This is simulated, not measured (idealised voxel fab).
process module | voxel released beams
cross-section cut | 220 nm wide | cells 5 nm
A cross-section is a grid of square cells, given in bands from the top down. A band is one or more rows of cells.
Each band's line starts with the height of the band's top and of its bottom, in nm. Then come its materials from left to right, each with its width in nm. One material with "throughout" fills the band from edge to edge. "air" is empty space.
Height 0 is the level under which the wafer as received is all one material. The lowest band goes on downwards, as in "0 down".
A width such as "30 to 40" changes by the same amount from each row of cells to the next, from the band's top row to its bottom row.
"no change" after a step means that no cell of the cross-section changed.
closed voids: empty space of 8 cells or more with no open way to the top, each as width x height at its distance from the left edge, in nm
after a step's settings: what the simulator itself notes on the step
overlay nm, on a step with a mask: how far to the right of its planned place the mask lay; to the left if negative
plan
1 op RECEIVE | material Si
2 op CONFORMAL_DEP | material Al2O3 | thk nm 5
3 op DIRECTIONAL_DEP | material SiO2 | thk nm 10
4 op PATTERN | tone open | mask id ANCHOR | material resist | width nm 35 | thk nm 15 | overlay nm 0
5 op DIRECTIONAL_ETCH | etch materials SiO2 | depth nm 10
6 op STRIP | etch materials resist
7 op CONFORMAL_DEP | material polySi | thk nm 15
8 op DIRECTIONAL_DEP | material aC | thk nm 15
9 op PATTERN | tone cover | mask id BEAM | material resist | width nm 85 | thk nm 30 | overlay nm 0
10 op DIRECTIONAL_ETCH | etch materials aC | depth nm 15
11 op STRIP | etch materials resist
12 op DIRECTIONAL_ETCH | etch materials polySi | depth nm 15
13 op STRIP | etch materials aC
14 op STRIP | etch materials SiO2
varied across the wafers: thk nm of step 2. The plan shows the first wafer's value. All wafers start alike
first wafer as received, after step 1
  0 down: Si throughout
  closed voids: none
each wafer at the end: cells of each material gained (+) or lost (-) since it was received, then its closed voids
thk nm 5 | +44 Al2O3 | +63 polySi | closed voids: none
thk nm 10 | +88 Al2O3 | +63 polySi | closed voids: none
thk nm 15 | +132 Al2O3 | +63 polySi | closed voids: none
thk nm 20 | +176 Al2O3 | +63 polySi | closed voids: none
thk nm 25 | +220 Al2O3 | +63 polySi | closed voids: none
